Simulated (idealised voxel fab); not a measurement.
process module | voxel transistor to metal
cross-section cut | 280 nm wide | cells 5 nm
A cross-section is a grid of square cells, given in bands from the top down. A band is one or more rows of cells.
Each band's line starts with the height of the band's top and of its bottom, in nm. Then come its materials from left to right, each with its width in nm. One material with "throughout" fills the band from edge to edge. "air" is empty space.
Height 0 is the level under which the wafer as received is all one material. The lowest band goes on downwards, as in "0 down".
A width such as "30 to 40" changes by the same amount from each row of cells to the next, from the band's top row to its bottom row.
"no change" after a step means that no cell of the cross-section changed.
closed voids: empty space of 8 cells or more with no open way to the top, each as width x height at its distance from the left edge, in nm
after a step's settings: what the simulator itself notes on the step
overlay nm, on a step with a mask: how far to the right of its planned place the mask lay; to the left if negative
Each pair below shows a cross-section before one step and the cross-section after it, down to the lowest band that changed. The line under each pair gives the step between them, with its settings. The pairs can come from different runs of this module on the same starting wafer, so a pair continues from the pair above only where its "before" says so.
before
  0 down: Si throughout
  closed voids: none
after
  5 to 0: SiO2 throughout
  below 0: unchanged
  closed voids: none
the step between: op CONFORMAL_DEP | material SiO2 | thk nm 5
before: the cross-section after the pair above
after
  20 to 5: SiN throughout
  below 5: unchanged
  closed voids: none
the step between: op CONFORMAL_DEP | material SiN | thk nm 15
before: the cross-section after the pair above
after
  30 to 20: aC throughout
  below 20: unchanged
  closed voids: none
the step between: op DIRECTIONAL_DEP | material aC | thk nm 10
before: the cross-section after the pair above
after
  55 to 30: air 25 | resist 105 | air 20 | resist 105 | air 25
  below 30: unchanged
  closed voids: none
the step between: op PATTERN | tone cover | mask id ACTIVE | material resist | width nm 105 | pitch nm 125 | thk nm 25 | overlay nm 0
before: the cross-section after the pair above
after
  45 to 30: air 25 | resist 105 | air 20 | resist 105 | air 25
  30 to 20: air 25 | aC 105 | air 20 | aC 105 | air 25
  below 20: unchanged
  closed voids: none
the step between: op DIRECTIONAL_ETCH | etch materials aC | depth nm 10
before: the cross-section after the pair above
after
  30 to 20: air 25 | aC 105 | air 20 | aC 105 | air 25
  below 20: unchanged
  closed voids: none
the step between: op STRIP | etch materials resist
before: the cross-section after the pair above
after
  30 to 20: air 25 | aC 105 | air 20 | aC 105 | air 25
  20 to 5: air 25 | SiN 105 | air 20 | SiN 105 | air 25
  below 5: unchanged
  closed voids: none
the step between: op DIRECTIONAL_ETCH | etch materials SiN | depth nm 15
before: the cross-section after the pair above
after
  30 to 20: air 25 | aC 105 | air 20 | aC 105 | air 25
  20 to 5: air 25 | SiN 105 | air 20 | SiN 105 | air 25
  5 to 0: air 25 | SiO2 105 | air 20 | SiO2 105 | air 25
  below 0: unchanged
  closed voids: none
the step between: op DIRECTIONAL_ETCH | etch materials SiO2 | depth nm 5
before: the cross-section after the pair above
after
  30 to 20: air 25 | aC 105 | air 20 | aC 105 | air 25
  20 to 5: air 25 | SiN 105 | air 20 | SiN 105 | air 25
  5 to 0: air 25 | SiO2 105 | air 20 | SiO2 105 | air 25
  0 to -30: air 25 | Si 105 | air 20 | Si 105 | air 25
  below -30: unchanged
  closed voids: none
the step between: op DIRECTIONAL_ETCH | etch materials Si | depth nm 30
before: the cross-section after the pair above
after
  20 to 5: air 25 | SiN 105 | air 20 | SiN 105 | air 25
  below 5: unchanged
  closed voids: none
the step between: op STRIP | etch materials aC
before: the cross-section after the pair above
after
  25 to 20: SiO2 throughout
  20 to 5: SiO2 25 | SiN 105 | SiO2 20 | SiN 105 | SiO2 25
  5 to 0: SiO2 throughout
  0 to -30: SiO2 25 | Si 105 | SiO2 20 | Si 105 | SiO2 25
  below -30: unchanged
  closed voids: none
the step between: op FILL_DEP | material SiO2 | thk nm 5
before: the cross-section after the pair above
after
  20 to 5: SiO2 25 | SiN 105 | SiO2 20 | SiN 105 | SiO2 25
  below 5: unchanged
  closed voids: none
the step between: op CMP | height nm 20
before: the cross-section after the pair above
after
  20 to 5: air 25 | SiN 105 | air 20 | SiN 105 | air 25
  below 5: unchanged
  closed voids: none
the step between: op SELECTIVE_ETCH | etch materials SiO2 | depth nm 15
before: the cross-section after the pair above
after
  5 to 0: SiO2 throughout
  below 0: unchanged
  closed voids: none
the step between: op STRIP | etch materials SiN
before: the cross-section after the pair above
after
  0 to -30: SiO2 25 | Si 105 | SiO2 20 | Si 105 | SiO2 25
  below -30: unchanged
  closed voids: none
the step between: op SELECTIVE_ETCH | etch materials SiO2 | depth nm 5
before: the cross-section after the pair above
after
  0 to -5: SiO2 throughout
  below -5: unchanged
  closed voids: none
the step between: op OXIDIZE | depth nm 5
before: the cross-section after the pair above
after
  30 to 0: polySi throughout
  below 0: unchanged
  closed voids: none
the step between: op DIRECTIONAL_DEP | material polySi | thk nm 30
before: the cross-section after the pair above
after
  45 to 30: SiCN throughout
  below 30: unchanged
  closed voids: none
the step between: op DIRECTIONAL_DEP | material SiCN | thk nm 15
before: the cross-section after the pair above
after
  60 to 45: air 65 | resist 25 | air 100 | resist 25 | air 65
  below 45: unchanged
  closed voids: none
the step between: op PATTERN | tone cover | mask id GATE | material resist | width nm 25 | pitch nm 125 | thk nm 15 | overlay nm 0
before: the cross-section after the pair above
after
  60 to 45: air 65 | resist 25 | air 100 | resist 25 | air 65
  45 to 30: air 65 | SiCN 25 | air 100 | SiCN 25 | air 65
  below 30: unchanged
  closed voids: none
the step between: op DIRECTIONAL_ETCH | etch materials SiCN | depth nm 25
before: the cross-section after the pair above
after
  60 to 45: air 65 | resist 25 | air 100 | resist 25 | air 65
  45 to 30: air 65 | SiCN 25 | air 100 | SiCN 25 | air 65
  30 to 0: air 65 | polySi 25 | air 100 | polySi 25 | air 65
  below 0: unchanged
  closed voids: none
the step between: op DIRECTIONAL_ETCH | etch materials polySi | depth nm 40
before: the cross-section after the pair above
after
  45 to 30: air 65 | SiCN 25 | air 100 | SiCN 25 | air 65
  below 30: unchanged
  closed voids: none
the step between: op STRIP | etch materials resist
before: the cross-section after the pair above
after
  50 to 45: air 60 | SiO2 35 | air 90 | SiO2 35 | air 60
  45 to 30: air 60 | SiO2 5 | SiCN 25 | SiO2 5 | air 90 | SiO2 5 | SiCN 25 | SiO2 5 | air 60
  30 to 5: air 60 | SiO2 5 | polySi 25 | SiO2 5 | air 90 | SiO2 5 | polySi 25 | SiO2 5 | air 60
  5 to 0: SiO2 65 | polySi 25 | SiO2 100 | polySi 25 | SiO2 65
  below 0: unchanged
  closed voids: none
the step between: op CONFORMAL_DEP | material SiO2 | thk nm 5
before: the cross-section after the pair above
after
  45 to 30: air 60 | SiO2 5 | SiCN 25 | SiO2 5 | air 90 | SiO2 5 | SiCN 25 | SiO2 5 | air 60
  30 to 0: air 60 | SiO2 5 | polySi 25 | SiO2 5 | air 90 | SiO2 5 | polySi 25 | SiO2 5 | air 60
  below 0: unchanged
  closed voids: none
the step between: op DIRECTIONAL_ETCH | etch materials SiO2 | depth nm 5
before: the cross-section after the pair above
after
  55 to 45: air 50 | SiN 55 | air 70 | SiN 55 | air 50
  45 to 30: air 50 | SiN 10 | SiO2 5 | SiCN 25 | SiO2 5 | SiN 10 | air 70 | SiN 10 | SiO2 5 | SiCN 25 | SiO2 5 | SiN 10 | air 50
  30 to 10: air 50 | SiN 10 | SiO2 5 | polySi 25 | SiO2 5 | SiN 10 | air 70 | SiN 10 | SiO2 5 | polySi 25 | SiO2 5 | SiN 10 | air 50
  10 to 0: SiN 60 | SiO2 5 | polySi 25 | SiO2 5 | SiN 90 | SiO2 5 | polySi 25 | SiO2 5 | SiN 60
  below 0: unchanged
  closed voids: none
the step between: op CONFORMAL_DEP | material SiN | thk nm 10
before: the cross-section after the pair above
after
  45 to 30: air 50 | SiN 10 | SiO2 5 | SiCN 25 | SiO2 5 | SiN 10 | air 70 | SiN 10 | SiO2 5 | SiCN 25 | SiO2 5 | SiN 10 | air 50
  30 to 0: air 50 | SiN 10 | SiO2 5 | polySi 25 | SiO2 5 | SiN 10 | air 70 | SiN 10 | SiO2 5 | polySi 25 | SiO2 5 | SiN 10 | air 50
  below 0: unchanged
  closed voids: none
the step between: op DIRECTIONAL_ETCH | etch materials SiN | depth nm 10
before: the cross-section after the pair above
after
  45 to 40: air 50 | SiN 10 | air 5 | SiCN 25 | air 5 | SiN 10 | air 70 | SiN 10 | air 5 | SiCN 25 | air 5 | SiN 10 | air 50
  40 to 30: air 50 | SiN 10 | SiO2 5 | SiCN 25 | SiO2 5 | SiN 10 | air 70 | SiN 10 | SiO2 5 | SiCN 25 | SiO2 5 | SiN 10 | air 50
  30 to 0: air 50 | SiN 10 | SiO2 5 | polySi 25 | SiO2 5 | SiN 10 | air 70 | SiN 10 | SiO2 5 | polySi 25 | SiO2 5 | SiN 10 | air 50
  0 to -5: air 50 | SiO2 55 | air 70 | SiO2 55 | air 50
  below -5: unchanged
  closed voids: none
the step between: op DIRECTIONAL_ETCH | etch materials SiO2 | depth nm 5
before: the cross-section after the pair above
after
  45 to 40: air 50 | SiN 10 | air 5 | SiCN 25 | air 5 | SiN 10 | air 70 | SiN 10 | air 5 | SiCN 25 | air 5 | SiN 10 | air 50
  40 to 30: air 50 | SiN 10 | SiO2 5 | SiCN 25 | SiO2 5 | SiN 10 | air 70 | SiN 10 | SiO2 5 | SiCN 25 | SiO2 5 | SiN 10 | air 50
  30 to 0: air 50 | SiN 10 | SiO2 5 | polySi 25 | SiO2 5 | SiN 10 | air 70 | SiN 10 | SiO2 5 | polySi 25 | SiO2 5 | SiN 10 | air 50
  0 to -5: air 50 | SiO2 55 | air 70 | SiO2 55 | air 50
  -5 to -20: SiO2 25 | air 25 | Si 55 | air 25 | SiO2 20 | air 25 | Si 55 | air 25 | SiO2 25
  below -20: unchanged
  closed voids: none
the step between: op DIRECTIONAL_ETCH | etch materials Si | depth nm 15
before: the cross-section after the pair above
after
  45 to 40: air 50 | SiN 10 | air 5 | SiCN 25 | air 5 | SiN 10 | air 70 | SiN 10 | air 5 | SiCN 25 | air 5 | SiN 10 | air 50
  40 to 30: air 50 | SiN 10 | SiO2 5 | SiCN 25 | SiO2 5 | SiN 10 | air 70 | SiN 10 | SiO2 5 | SiCN 25 | SiO2 5 | SiN 10 | air 50
  30 to 15: air 50 | SiN 10 | SiO2 5 | polySi 25 | SiO2 5 | SiN 10 | air 70 | SiN 10 | SiO2 5 | polySi 25 | SiO2 5 | SiN 10 | air 50
  15 to 0: air 30 | SiGe 20 | SiN 10 | SiO2 5 | polySi 25 | SiO2 5 | SiN 10 | SiGe 20 | air 30 | SiGe 20 | SiN 10 | SiO2 5 | polySi 25 | SiO2 5 | SiN 10 | SiGe 20 | air 30
  0 to -5: air 20 | SiGe 30 | SiO2 55 | SiGe 30 | air 10 | SiGe 30 | SiO2 55 | SiGe 30 | air 20
  -5 to -20: SiO2 25 | SiGe 25 | Si 55 | SiGe 25 | SiO2 20 | SiGe 25 | Si 55 | SiGe 25 | SiO2 25
  below -20: unchanged
  closed voids: none
the step between: op EPI | material SiGe | thk nm 20
before: the cross-section after the pair above
after
  55 to 45: SiO2 throughout
  45 to 30: SiO2 50 | SiN 10 | SiO2 5 | SiCN 25 | SiO2 5 | SiN 10 | SiO2 70 | SiN 10 | SiO2 5 | SiCN 25 | SiO2 5 | SiN 10 | SiO2 50
  30 to 15: SiO2 50 | SiN 10 | SiO2 5 | polySi 25 | SiO2 5 | SiN 10 | SiO2 70 | SiN 10 | SiO2 5 | polySi 25 | SiO2 5 | SiN 10 | SiO2 50
  15 to 0: SiO2 30 | SiGe 20 | SiN 10 | SiO2 5 | polySi 25 | SiO2 5 | SiN 10 | SiGe 20 | SiO2 30 | SiGe 20 | SiN 10 | SiO2 5 | polySi 25 | SiO2 5 | SiN 10 | SiGe 20 | SiO2 30
  0 to -5: SiO2 20 | SiGe 30 | SiO2 55 | SiGe 30 | SiO2 10 | SiGe 30 | SiO2 55 | SiGe 30 | SiO2 20
  below -5: unchanged
  closed voids: none
the step between: op FILL_DEP | material SiO2 | thk nm 10
before: the cross-section after the pair above
after
  45 to 30: SiO2 50 | SiN 10 | SiO2 5 | SiCN 25 | SiO2 5 | SiN 10 | SiO2 70 | SiN 10 | SiO2 5 | SiCN 25 | SiO2 5 | SiN 10 | SiO2 50
  below 30: unchanged
  closed voids: none
the step between: op CMP | height nm 45
before: the cross-section after the pair above
after
  55 to 45: SiO2 throughout
  below 45: unchanged
  closed voids: none
the step between: op DIRECTIONAL_DEP | material SiO2 | thk nm 10
before: the cross-section after the pair above
after
  65 to 55: aC throughout
  below 55: unchanged
  closed voids: none
the step between: op DIRECTIONAL_DEP | material aC | thk nm 10
before: the cross-section after the pair above
after
  90 to 65: resist 30 | air 30 | resist 35 | air 30 | resist 30 | air 30 | resist 35 | air 30 | resist 30
  below 65: unchanged
  closed voids: none
the step between: op PATTERN | tone open | mask id CONTACT | material resist | width nm 30 | thk nm 25 | overlay nm 0
before: the cross-section after the pair above
after
  80 to 65: resist 30 | air 30 | resist 35 | air 30 | resist 30 | air 30 | resist 35 | air 30 | resist 30
  65 to 55: aC 30 | air 30 | aC 35 | air 30 | aC 30 | air 30 | aC 35 | air 30 | aC 30
  below 55: unchanged
  closed voids: none
the step between: op DIRECTIONAL_ETCH | etch materials aC | depth nm 10
before: the cross-section after the pair above
after
  65 to 55: aC 30 | air 30 | aC 35 | air 30 | aC 30 | air 30 | aC 35 | air 30 | aC 30
  below 55: unchanged
  closed voids: none
the step between: op STRIP | etch materials resist
before: the cross-section after the pair above
after
  65 to 55: aC 30 | air 30 | aC 35 | air 30 | aC 30 | air 30 | aC 35 | air 30 | aC 30
  55 to 45: SiO2 30 | air 30 | SiO2 35 | air 30 | SiO2 30 | air 30 | SiO2 35 | air 30 | SiO2 30
  45 to 30: SiO2 30 | air 20 | SiN 10 | SiO2 5 | SiCN 25 | SiO2 5 | SiN 10 | air 20 | SiO2 30 | air 20 | SiN 10 | SiO2 5 | SiCN 25 | SiO2 5 | SiN 10 | air 20 | SiO2 30
  30 to 15: SiO2 30 | air 20 | SiN 10 | SiO2 5 | polySi 25 | SiO2 5 | SiN 10 | air 20 | SiO2 30 | air 20 | SiN 10 | SiO2 5 | polySi 25 | SiO2 5 | SiN 10 | air 20 | SiO2 30
  below 15: unchanged
  closed voids: none
the step between: op DIRECTIONAL_ETCH | etch materials SiO2 | depth nm 40
before: the cross-section after the pair above
after
  55 to 45: SiO2 30 | air 30 | SiO2 35 | air 30 | SiO2 30 | air 30 | SiO2 35 | air 30 | SiO2 30
  below 45: unchanged
  closed voids: none
the step between: op STRIP | etch materials aC
before: the cross-section after the pair above
after
  60 to 55: TiN 35 | air 20 | TiN 45 | air 20 | TiN 40 | air 20 | TiN 45 | air 20 | TiN 35
  55 to 45: SiO2 30 | TiN 5 | air 20 to 10 | TiN 5 to 15 | SiO2 35 | TiN 5 to 15 | air 20 to 10 | TiN 5 | SiO2 30 | TiN 5 | air 20 to 10 | TiN 5 to 15 | SiO2 35 | TiN 5 to 15 | air 20 to 10 | TiN 5 | SiO2 30
  45 to 30: SiO2 30 | TiN 5 | air 10 | TiN 5 | SiN 10 | SiO2 5 | SiCN 25 | SiO2 5 | SiN 10 | TiN 5 | air 10 | TiN 5 | SiO2 30 | TiN 5 | air 10 | TiN 5 | SiN 10 | SiO2 5 | SiCN 25 | SiO2 5 | SiN 10 | TiN 5 | air 10 | TiN 5 | SiO2 30
  30 to 20: SiO2 30 | TiN 5 | air 10 | TiN 5 | SiN 10 | SiO2 5 | polySi 25 | SiO2 5 | SiN 10 | TiN 5 | air 10 | TiN 5 | SiO2 30 | TiN 5 | air 10 | TiN 5 | SiN 10 | SiO2 5 | polySi 25 | SiO2 5 | SiN 10 | TiN 5 | air 10 | TiN 5 | SiO2 30
  20 to 15: SiO2 30 | TiN 20 | SiN 10 | SiO2 5 | polySi 25 | SiO2 5 | SiN 10 | TiN 20 | SiO2 30 | TiN 20 | SiN 10 | SiO2 5 | polySi 25 | SiO2 5 | SiN 10 | TiN 20 | SiO2 30
  below 15: unchanged
  closed voids: none
the step between: op CONFORMAL_DEP | material TiN | thk nm 5
before: the cross-section after the pair above
after
  70 to 60: W throughout
  60 to 55: TiN 35 | W 20 | TiN 45 | W 20 | TiN 40 | W 20 | TiN 45 | W 20 | TiN 35
  55 to 45: SiO2 30 | TiN 5 | W 20 to 10 | TiN 5 to 15 | SiO2 35 | TiN 5 to 15 | W 20 to 10 | TiN 5 | SiO2 30 | TiN 5 | W 20 to 10 | TiN 5 to 15 | SiO2 35 | TiN 5 to 15 | W 20 to 10 | TiN 5 | SiO2 30
  45 to 30: SiO2 30 | TiN 5 | W 10 | TiN 5 | SiN 10 | SiO2 5 | SiCN 25 | SiO2 5 | SiN 10 | TiN 5 | W 10 | TiN 5 | SiO2 30 | TiN 5 | W 10 | TiN 5 | SiN 10 | SiO2 5 | SiCN 25 | SiO2 5 | SiN 10 | TiN 5 | W 10 | TiN 5 | SiO2 30
  30 to 20: SiO2 30 | TiN 5 | W 10 | TiN 5 | SiN 10 | SiO2 5 | polySi 25 | SiO2 5 | SiN 10 | TiN 5 | W 10 | TiN 5 | SiO2 30 | TiN 5 | W 10 | TiN 5 | SiN 10 | SiO2 5 | polySi 25 | SiO2 5 | SiN 10 | TiN 5 | W 10 | TiN 5 | SiO2 30
  below 20: unchanged
  closed voids: none
the step between: op FILL_DEP | material W | thk nm 10
before: the cross-section after the pair above
after
  55 to 45: SiO2 30 | TiN 5 | W 20 to 10 | TiN 5 to 15 | SiO2 35 | TiN 5 to 15 | W 20 to 10 | TiN 5 | SiO2 30 | TiN 5 | W 20 to 10 | TiN 5 to 15 | SiO2 35 | TiN 5 to 15 | W 20 to 10 | TiN 5 | SiO2 30
  below 45: unchanged
  closed voids: none
the step between: op CMP | height nm 55
before: the cross-section after the pair above
after
  60 to 55: TiN throughout
  below 55: unchanged
  closed voids: none
the step between: op DIRECTIONAL_DEP | material TiN | thk nm 5
before: the cross-section after the pair above
after
  80 to 60: Ru throughout
  below 60: unchanged
  closed voids: none
the step between: op DIRECTIONAL_DEP | material Ru | thk nm 20
before: the cross-section after the pair above
after
  90 to 80: aC throughout
  below 80: unchanged
  closed voids: none
the step between: op DIRECTIONAL_DEP | material aC | thk nm 10
before: the cross-section after the pair above
after
  115 to 90: air 30 | resist 20 | air 55 | resist 20 | air 30 | resist 20 | air 55 | resist 20 | air 30
  below 90: unchanged
  closed voids: none
the step between: op PATTERN | tone cover | mask id METAL_1 | material resist | width nm 20 | thk nm 25 | overlay nm 0
before: the cross-section after the pair above
after
  105 to 90: air 30 | resist 20 | air 55 | resist 20 | air 30 | resist 20 | air 55 | resist 20 | air 30
  90 to 80: air 30 | aC 20 | air 55 | aC 20 | air 30 | aC 20 | air 55 | aC 20 | air 30
  below 80: unchanged
  closed voids: none
the step between: op DIRECTIONAL_ETCH | etch materials aC | depth nm 10
before: the cross-section after the pair above
after
  90 to 80: air 30 | aC 20 | air 55 | aC 20 | air 30 | aC 20 | air 55 | aC 20 | air 30
  below 80: unchanged
  closed voids: none
the step between: op STRIP | etch materials resist
before: the cross-section after the pair above
after
  90 to 80: air 30 | aC 20 | air 55 | aC 20 | air 30 | aC 20 | air 55 | aC 20 | air 30
  80 to 60: air 30 | Ru 20 | air 55 | Ru 20 | air 30 | Ru 20 | air 55 | Ru 20 | air 30
  below 60: unchanged
  closed voids: none
the step between: op DIRECTIONAL_ETCH | etch materials Ru | depth nm 20
before: the cross-section after the pair above
after
  90 to 80: air 30 | aC 20 | air 55 | aC 20 | air 30 | aC 20 | air 55 | aC 20 | air 30
  80 to 60: air 30 | Ru 20 | air 55 | Ru 20 | air 30 | Ru 20 | air 55 | Ru 20 | air 30
  60 to 55: air 30 | TiN 20 | air 55 | TiN 20 | air 30 | TiN 20 | air 55 | TiN 20 | air 30
  below 55: unchanged
  closed voids: none
the step between: op DIRECTIONAL_ETCH | etch materials TiN | depth nm 5
before: the cross-section after the pair above
after
  80 to 60: air 30 | Ru 20 | air 55 | Ru 20 | air 30 | Ru 20 | air 55 | Ru 20 | air 30
  below 60: unchanged
  closed voids: none
the step between: op STRIP | etch materials aC
before: the cross-section after the pair above
after
  85 to 80: SiO2 throughout
  80 to 60: SiO2 30 | Ru 20 | SiO2 55 | Ru 20 | SiO2 30 | Ru 20 | SiO2 55 | Ru 20 | SiO2 30
  60 to 55: SiO2 30 | TiN 20 | SiO2 55 | TiN 20 | SiO2 30 | TiN 20 | SiO2 55 | TiN 20 | SiO2 30
  below 55: unchanged
  closed voids: none
the step between: op FILL_DEP | material SiO2 | thk nm 5
before: the cross-section after the pair above
after
  80 to 60: SiO2 30 | Ru 20 | SiO2 55 | Ru 20 | SiO2 30 | Ru 20 | SiO2 55 | Ru 20 | SiO2 30
  below 60: unchanged
  closed voids: none
the step between: op CMP | height nm 80
before: the cross-section after the pair above
after
  85 to 80: SiN throughout
  below 80: unchanged
  closed voids: none
the step between: op CONFORMAL_DEP | material SiN | thk nm 5
before
  45 to 30: air 60 | SiO2 5 | SiCN 25 | SiO2 5 | air 90 | SiO2 5 | SiCN 25 | SiO2 5 | air 60
  30 to 0: air 60 | SiO2 5 | polySi 25 | SiO2 5 | air 90 | SiO2 5 | polySi 25 | SiO2 5 | air 60
  0 to -5: SiO2 throughout
  -5 to -30: SiO2 25 | Si 105 | SiO2 20 | Si 105 | SiO2 25
  -30 down: Si throughout
  closed voids: none
after
  45 to 40: air 65 | SiCN 25 | air 100 | SiCN 25 | air 65
  40 to 30: air 60 | SiO2 5 | SiCN 25 | SiO2 5 | air 90 | SiO2 5 | SiCN 25 | SiO2 5 | air 60
  30 to 0: air 60 | SiO2 5 | polySi 25 | SiO2 5 | air 90 | SiO2 5 | polySi 25 | SiO2 5 | air 60
  0 to -5: air 60 | SiO2 35 | air 90 | SiO2 35 | air 60
  below -5: unchanged
  closed voids: none
the step between: op DIRECTIONAL_ETCH | etch materials SiO2 | depth nm 5
before: the cross-section after the pair above
after
  45 to 40: air 65 | SiCN 25 | air 100 | SiCN 25 | air 65
  40 to 30: air 60 | SiO2 5 | SiCN 25 | SiO2 5 | air 90 | SiO2 5 | SiCN 25 | SiO2 5 | air 60
  30 to 0: air 60 | SiO2 5 | polySi 25 | SiO2 5 | air 90 | SiO2 5 | polySi 25 | SiO2 5 | air 60
  0 to -5: air 60 | SiO2 35 | air 90 | SiO2 35 | air 60
  -5 to -20: SiO2 25 | air 35 | Si 35 | air 35 | SiO2 20 | air 35 | Si 35 | air 35 | SiO2 25
  below -20: unchanged
  closed voids: none
the step between: op DIRECTIONAL_ETCH | etch materials Si | depth nm 15
before: the cross-section after the pair above
after
  45 to 40: air 65 | SiCN 25 | air 100 | SiCN 25 | air 65
  40 to 30: air 60 | SiO2 5 | SiCN 25 | SiO2 5 | air 90 | SiO2 5 | SiCN 25 | SiO2 5 | air 60
  30 to 15: air 60 | SiO2 5 | polySi 25 | SiO2 5 | air 90 | SiO2 5 | polySi 25 | SiO2 5 | air 60
  15 to 0: air 40 | SiGe 20 | SiO2 5 | polySi 25 | SiO2 5 | SiGe 20 | air 50 | SiGe 20 | SiO2 5 | polySi 25 | SiO2 5 | SiGe 20 | air 40
  0 to -5: air 20 | SiGe 40 | SiO2 35 | SiGe 40 | air 10 | SiGe 40 | SiO2 35 | SiGe 40 | air 20
  -5 to -20: SiO2 25 | SiGe 35 | Si 35 | SiGe 35 | SiO2 20 | SiGe 35 | Si 35 | SiGe 35 | SiO2 25
  below -20: unchanged
  closed voids: none
the step between: op EPI | material SiGe | thk nm 20
before: the cross-section after the pair above
after
  55 to 45: SiO2 throughout
  45 to 30: SiO2 65 | SiCN 25 | SiO2 100 | SiCN 25 | SiO2 65
  30 to 15: SiO2 65 | polySi 25 | SiO2 100 | polySi 25 | SiO2 65
  15 to 0: SiO2 40 | SiGe 20 | SiO2 5 | polySi 25 | SiO2 5 | SiGe 20 | SiO2 50 | SiGe 20 | SiO2 5 | polySi 25 | SiO2 5 | SiGe 20 | SiO2 40
  0 to -5: SiO2 20 | SiGe 40 | SiO2 35 | SiGe 40 | SiO2 10 | SiGe 40 | SiO2 35 | SiGe 40 | SiO2 20
  below -5: unchanged
  closed voids: none
the step between: op FILL_DEP | material SiO2 | thk nm 10
before: the cross-section after the pair above
after
  45 to 30: SiO2 65 | SiCN 25 | SiO2 100 | SiCN 25 | SiO2 65
  below 30: unchanged
  closed voids: none
the step between: op CMP | height nm 45
before: the cross-section after the pair above
after
  55 to 45: SiO2 throughout
  below 45: unchanged
  closed voids: none
the step between: op DIRECTIONAL_DEP | material SiO2 | thk nm 10
before: the cross-section after the pair above
after
  65 to 55: aC throughout
  below 55: unchanged
  closed voids: none
the step between: op DIRECTIONAL_DEP | material aC | thk nm 10
before: the cross-section after the pair above
after
  90 to 65: resist 30 | air 30 | resist 35 | air 30 | resist 30 | air 30 | resist 35 | air 30 | resist 30
  below 65: unchanged
  closed voids: none
the step between: op PATTERN | tone open | mask id CONTACT | material resist | width nm 30 | thk nm 25 | overlay nm 0
before: the cross-section after the pair above
after
  80 to 65: resist 30 | air 30 | resist 35 | air 30 | resist 30 | air 30 | resist 35 | air 30 | resist 30
  65 to 55: aC 30 | air 30 | aC 35 | air 30 | aC 30 | air 30 | aC 35 | air 30 | aC 30
  below 55: unchanged
  closed voids: none
the step between: op DIRECTIONAL_ETCH | etch materials aC | depth nm 10
before: the cross-section after the pair above
after
  65 to 55: aC 30 | air 30 | aC 35 | air 30 | aC 30 | air 30 | aC 35 | air 30 | aC 30
  below 55: unchanged
  closed voids: none
the step between: op STRIP | etch materials resist
before: the cross-section after the pair above
after
  65 to 55: aC 30 | air 30 | aC 35 | air 30 | aC 30 | air 30 | aC 35 | air 30 | aC 30
  55 to 45: SiO2 30 | air 30 | SiO2 35 | air 30 | SiO2 30 | air 30 | SiO2 35 | air 30 | SiO2 30
  45 to 30: SiO2 30 | air 30 | SiO2 5 | SiCN 25 | SiO2 5 | air 30 | SiO2 30 | air 30 | SiO2 5 | SiCN 25 | SiO2 5 | air 30 | SiO2 30
  30 to 15: SiO2 30 | air 30 | SiO2 5 | polySi 25 | SiO2 5 | air 30 | SiO2 30 | air 30 | SiO2 5 | polySi 25 | SiO2 5 | air 30 | SiO2 30
  below 15: unchanged
  closed voids: none
the step between: op DIRECTIONAL_ETCH | etch materials SiO2 | depth nm 40
before: the cross-section after the pair above
after
  55 to 45: SiO2 30 | air 30 | SiO2 35 | air 30 | SiO2 30 | air 30 | SiO2 35 | air 30 | SiO2 30
  below 45: unchanged
  closed voids: none
the step between: op STRIP | etch materials aC
before: the cross-section after the pair above
after
  60 to 55: TiN 35 | air 20 | TiN 45 | air 20 | TiN 40 | air 20 | TiN 45 | air 20 | TiN 35
  55 to 45: SiO2 30 | TiN 5 | air 20 | TiN 5 | SiO2 35 | TiN 5 | air 20 | TiN 5 | SiO2 30 | TiN 5 | air 20 | TiN 5 | SiO2 35 | TiN 5 | air 20 | TiN 5 | SiO2 30
  45 to 30: SiO2 30 | TiN 5 | air 20 | TiN 5 | SiO2 5 | SiCN 25 | SiO2 5 | TiN 5 | air 20 | TiN 5 | SiO2 30 | TiN 5 | air 20 | TiN 5 | SiO2 5 | SiCN 25 | SiO2 5 | TiN 5 | air 20 | TiN 5 | SiO2 30
  30 to 20: SiO2 30 | TiN 5 | air 20 | TiN 5 | SiO2 5 | polySi 25 | SiO2 5 | TiN 5 | air 20 | TiN 5 | SiO2 30 | TiN 5 | air 20 | TiN 5 | SiO2 5 | polySi 25 | SiO2 5 | TiN 5 | air 20 | TiN 5 | SiO2 30
  20 to 15: SiO2 30 | TiN 30 | SiO2 5 | polySi 25 | SiO2 5 | TiN 30 | SiO2 30 | TiN 30 | SiO2 5 | polySi 25 | SiO2 5 | TiN 30 | SiO2 30
  below 15: unchanged
  closed voids: none
the step between: op CONFORMAL_DEP | material TiN | thk nm 5
before: the cross-section after the pair above
after
  70 to 60: W throughout
  60 to 55: TiN 35 | W 20 | TiN 45 | W 20 | TiN 40 | W 20 | TiN 45 | W 20 | TiN 35
  55 to 45: SiO2 30 | TiN 5 | W 20 | TiN 5 | SiO2 35 | TiN 5 | W 20 | TiN 5 | SiO2 30 | TiN 5 | W 20 | TiN 5 | SiO2 35 | TiN 5 | W 20 | TiN 5 | SiO2 30
  45 to 30: SiO2 30 | TiN 5 | W 20 | TiN 5 | SiO2 5 | SiCN 25 | SiO2 5 | TiN 5 | W 20 | TiN 5 | SiO2 30 | TiN 5 | W 20 | TiN 5 | SiO2 5 | SiCN 25 | SiO2 5 | TiN 5 | W 20 | TiN 5 | SiO2 30
  30 to 20: SiO2 30 | TiN 5 | W 20 | TiN 5 | SiO2 5 | polySi 25 | SiO2 5 | TiN 5 | W 20 | TiN 5 | SiO2 30 | TiN 5 | W 20 | TiN 5 | SiO2 5 | polySi 25 | SiO2 5 | TiN 5 | W 20 | TiN 5 | SiO2 30
  below 20: unchanged
  closed voids: none
the step between: op FILL_DEP | material W | thk nm 10
before: the cross-section after the pair above
after
  55 to 45: SiO2 30 | TiN 5 | W 20 | TiN 5 | SiO2 35 | TiN 5 | W 20 | TiN 5 | SiO2 30 | TiN 5 | W 20 | TiN 5 | SiO2 35 | TiN 5 | W 20 | TiN 5 | SiO2 30
  below 45: unchanged
  closed voids: none
the step between: op CMP | height nm 55
before: the cross-section after the pair above
after
  60 to 55: TiN throughout
  below 55: unchanged
  closed voids: none
the step between: op DIRECTIONAL_DEP | material TiN | thk nm 5
before: the cross-section after the pair above
after
  80 to 60: Ru throughout
  below 60: unchanged
  closed voids: none
the step between: op DIRECTIONAL_DEP | material Ru | thk nm 20
before: the cross-section after the pair above
after
  90 to 80: aC throughout
  below 80: unchanged
  closed voids: none
the step between: op DIRECTIONAL_DEP | material aC | thk nm 10
before: the cross-section after the pair above
after
  115 to 90: air 30 | resist 20 | air 55 | resist 20 | air 30 | resist 20 | air 55 | resist 20 | air 30
  below 90: unchanged
  closed voids: none
the step between: op PATTERN | tone cover | mask id METAL_1 | material resist | width nm 20 | thk nm 25 | overlay nm 0
before: the cross-section after the pair above
after
  105 to 90: air 30 | resist 20 | air 55 | resist 20 | air 30 | resist 20 | air 55 | resist 20 | air 30
  90 to 80: air 30 | aC 20 | air 55 | aC 20 | air 30 | aC 20 | air 55 | aC 20 | air 30
  below 80: unchanged
  closed voids: none
the step between: op DIRECTIONAL_ETCH | etch materials aC | depth nm 10
